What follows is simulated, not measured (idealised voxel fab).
Herein follows the process module entitled voxel double patterning.
Cross-section cut spans 245 nm and uses square cells 5 nm in size.
Cross-sections here: square-cell grids, written as top-down lists of bands, a band being one or more rows of cells.
Basically the band line says how high the top is and how high the bottom is, in nm, and then what's in it from left to right, every material with its width in nm. Empty space shows up as "empty", and if a single material carries "full width" it runs the full band edge to edge.
Zero point of the height axis is 0; under it, received wafer = one material. Lowest band: continues down indefinitely, "0 nm and below".
Read "30..40" as a graded width: first number on top, second number at the bottom, same change between each pair of neighbouring rows.
The designation "same as before", where it is given for a processing step, indicates that no cell of the cross-section was altered in the course of that step.
The label "Enclosed void listing" introduces a list of the empty spaces, 8 cells or larger, that have no open way up to the top; each entry in it reads width x height at distance, where the distance is taken from the left edge and all three are stated in nm.
Text after the settings on a step's line: the simulator's own remark on that step.
overlay nm: mask offset rightward from planned place, masked step; negative means leftward offset.
Intended process steps
1 RECEIVE: material Si
2 CONFORMAL_DEP: material SiO2, thk nm 5
3 DIRECTIONAL_DEP: material polySi, thk nm 15
4 DIRECTIONAL_DEP: material SiN, thk nm 5
5 DIRECTIONAL_DEP: material aC, thk nm 10
6 PATTERN: tone open, mask id FIRST, material resist, width nm 15, pitch nm 50, thk nm 30, overlay nm 0
7 DIRECTIONAL_ETCH: etch materials aC, depth nm 10
8 STRIP: etch materials resist
9 DIRECTIONAL_ETCH: etch materials SiN, depth nm 5
10 STRIP: etch materials aC
11 PATTERN: tone open, mask id SECOND, material resist, width nm 15, thk nm 20, overlay nm 0
12 DIRECTIONAL_ETCH: etch materials SiN, depth nm 5
13 STRIP: etch materials resist
14 DIRECTIONAL_ETCH: etch materials polySi, depth nm 15
15 STRIP: etch materials SiN
Run as planned: first of two wafers
Incoming wafer, cross-sectional view, post step 1
* 0 nm and below | Si full width
* Enclosed void listing: none
After step 2: wafer cross-section
* 5 nm to 0 nm | SiO2 full width
* Anything lower than 0 is untouched.
After step 3: wafer cross-section
* 20 nm to 5 nm | polySi full width
* Anything lower than 5 is untouched.
After step 4: wafer cross-section
* 25 nm to 20 nm | SiN full width
* Anything lower than 20 is untouched.
After step 5: wafer cross-section
* 35 nm to 25 nm | aC full width
* Anything lower than 25 is untouched.
After step 6: wafer cross-section
* 65 nm to 35 nm | resist (90) | empty (15) | resist (35) | empty (15) | resist (90)
* Anything lower than 35 is untouched.
After step 7: wafer cross-section
* 55 nm to 35 nm | resist (90) | empty (15) | resist (35) | empty (15) | resist (90)
* 35 nm to 25 nm | aC (90) | empty (15) | aC (35) | empty (15) | aC (90)
* Anything lower than 25 is untouched.
After step 8: wafer cross-section
* 35 nm to 25 nm | aC (90) | empty (15) | aC (35) | empty (15) | aC (90)
* Anything lower than 25 is untouched.
After step 9: wafer cross-section
* 35 nm to 25 nm | aC (90) | empty (15) | aC (35) | empty (15) | aC (90)
* 25 nm to 20 nm | SiN (90) | empty (15) | SiN (35) | empty (15) | SiN (90)
* Anything lower than 20 is untouched.
After step 10: wafer cross-section
* 25 nm to 20 nm | SiN (90) | empty (15) | SiN (35) | empty (15) | SiN (90)
* Anything lower than 20 is untouched.
After step 11: wafer cross-section
* 45 nm to 25 nm | resist (115) | empty (15) | resist (115)
* 25 nm to 20 nm | SiN (90) | resist (15) | SiN (35) | resist (15) | SiN (90)
* Anything lower than 20 is untouched.
After step 12: wafer cross-section
* 45 nm to 25 nm | resist (115) | empty (15) | resist (115)
* 25 nm to 20 nm | SiN (90) | resist (15) | SiN (10) | empty (15) | SiN (10) | resist (15) | SiN (90)
* Anything lower than 20 is untouched.
After step 13: wafer cross-section
* 25 nm to 20 nm | SiN (90) | empty (15) | SiN (10) | empty (15) | SiN (10) | empty (15) | SiN (90)
* Anything lower than 20 is untouched.
After step 14: wafer cross-section
* 25 nm to 20 nm | SiN (90) | empty (15) | SiN (10) | empty (15) | SiN (10) | empty (15) | SiN (90)
* 20 nm to 5 nm | polySi (90) | empty (15) | polySi (10) | empty (15) | polySi (10) | empty (15) | polySi (90)
* Anything lower than 5 is untouched.
After step 15: wafer cross-section
* 20 nm to 5 nm | polySi (90) | empty (15) | polySi (10) | empty (15) | polySi (10) | empty (15) | polySi (90)
* Anything lower than 5 is untouched.
What follows concerns the second wafer, which started out like the first and was meant to follow the very same plan; one mistake crept in when it was run, but everything up to and including step 13 is the same as for the first wafer
Second wafer, cross-section, planned end of step 14
* 25 nm to 20 nm | SiN (90) | empty (15) | SiN (10) | empty (15) | SiN (10) | empty (15) | SiN (90)
* 20 nm to 15 nm | polySi (90) | empty (15) | polySi (10) | empty (15) | polySi (10) | empty (15) | polySi (90)
* Anything lower than 15 is untouched.
Second wafer, cross-section, planned end of step 15
* 20 nm to 15 nm | polySi (90) | empty (15) | polySi (10) | empty (15) | polySi (10) | empty (15) | polySi (90)
* Anything lower than 15 is untouched.
Against the plan, the run slipped here: it should be noted that step 14 was executed with settings other than those planned, the operation and settings actually applied being DIRECTIONAL_ETCH: etch materials polySi, depth nm 5
Per the end-of-run cell counts, the second wafer holds more or fewer of some materials than the first: polySi: 18 more
